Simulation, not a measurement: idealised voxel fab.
Process module in this document: voxel quadruple lines
Displayed cross-section: cut, width of 245 nm, square cells sized 5 nm.
Think of the cross-section as a grid of square cells. We describe it in bands, top to bottom, and each band covers one or more rows of those cells. Band entry format. Leading values: height of top, height of bottom, nm. Remainder: materials in left-to-right order, each with its width in nm. Special words: "all across" on a single material, which then fills the band edge to edge; "empty", empty space. All heights in this document are referenced to 0, defined as the level beneath which the wafer, as received, consists entirely of one material. The lowest band is not bounded below; it extends indefinitely downward and is written in the form "from 0 down". Width: "30->40" (first number = top row, second number = bottom row, same change from row to row of cells). Reading "nothing different" for a step: not a cell of the cross-section changed in it. "Enclosed cavity list" lists enclosed empty spaces (at least 8 cells, no open path upward to the top), each as width x height at distance from the left edge, in nm. It should be noted that, on the line of a given step, the content following the step's settings is a remark produced by the simulator itself with respect to that step. For masked steps, "overlay nm" on the step line gives how far right of plan the mask actually lay; a minus sign means it lay to the left.
## Listed below are the process steps as planned
1. RECEIVE with material Si
2. CONFORMAL_DEP with material Al2O3, thk nm 5
3. DIRECTIONAL_DEP with material TiN, thk nm 10
4. DIRECTIONAL_DEP with material polySi, thk nm 20
5. DIRECTIONAL_DEP with material aC, thk nm 20
6. PATTERN with tone cover, mask id MANDREL, material resist, width nm 20, pitch nm 60, thk nm 25, overlay nm 0
7. DIRECTIONAL_ETCH with etch materials aC, depth nm 20
8. STRIP with etch materials resist
9. CONFORMAL_DEP with material SiO2, thk nm 10
10. DIRECTIONAL_ETCH with etch materials SiO2, depth nm 10
11. STRIP with etch materials aC
12. DIRECTIONAL_ETCH with etch materials polySi, depth nm 20
13. STRIP with etch materials SiO2
14. CONFORMAL_DEP with material SiCN, thk nm 5
15. DIRECTIONAL_ETCH with etch materials SiCN, depth nm 5
16. STRIP with etch materials polySi
17. DIRECTIONAL_ETCH with etch materials TiN, depth nm 10
18. STRIP with etch materials SiCN
19. FILL_DEP with material SiO2, thk nm 5
20. CMP with height nm 15
## Delivered wafer in cross-section: state after step 1
  from 0 down: Si all across
  Enclosed cavity list: none
## First of two wafers: cross-section at end of module, run per plan
  from 15 to 5: 65 SiO2  5 TiN  10 SiO2  5 TiN  10 SiO2  5 TiN  10 SiO2  5 TiN  10 SiO2  5 TiN  10 SiO2  5 TiN  10 SiO2  5 TiN  10 SiO2  5 TiN  70 SiO2
  from 5 to 0: Al2O3 all across
  from 0 down: Si all across
  Enclosed cavity list: none
## What the second wafer looks like in cross-section once the module is done. Its start and its plan matched the first wafer's exactly; what differed was one mistake in how it was run
  from 15 to 5: 60 SiO2  5 TiN  10 SiO2  5 TiN  20 SiO2  5 TiN  10 SiO2  10 TiN  10 SiO2  5 TiN  20 SiO2  5 TiN  10 SiO2  5 TiN  65 SiO2
  from 5 to 0: Al2O3 all across
  from 0 down: Si all across
  Enclosed cavity list: none
Plan not followed: step 6 off recipe, ran as PATTERN with tone cover, mask id MANDREL, material resist, width nm 30, pitch nm 60, thk nm 25, overlay nm 0
So at the finish, the second wafer's got exactly as many cells of each material as the first, just not in the same spots.
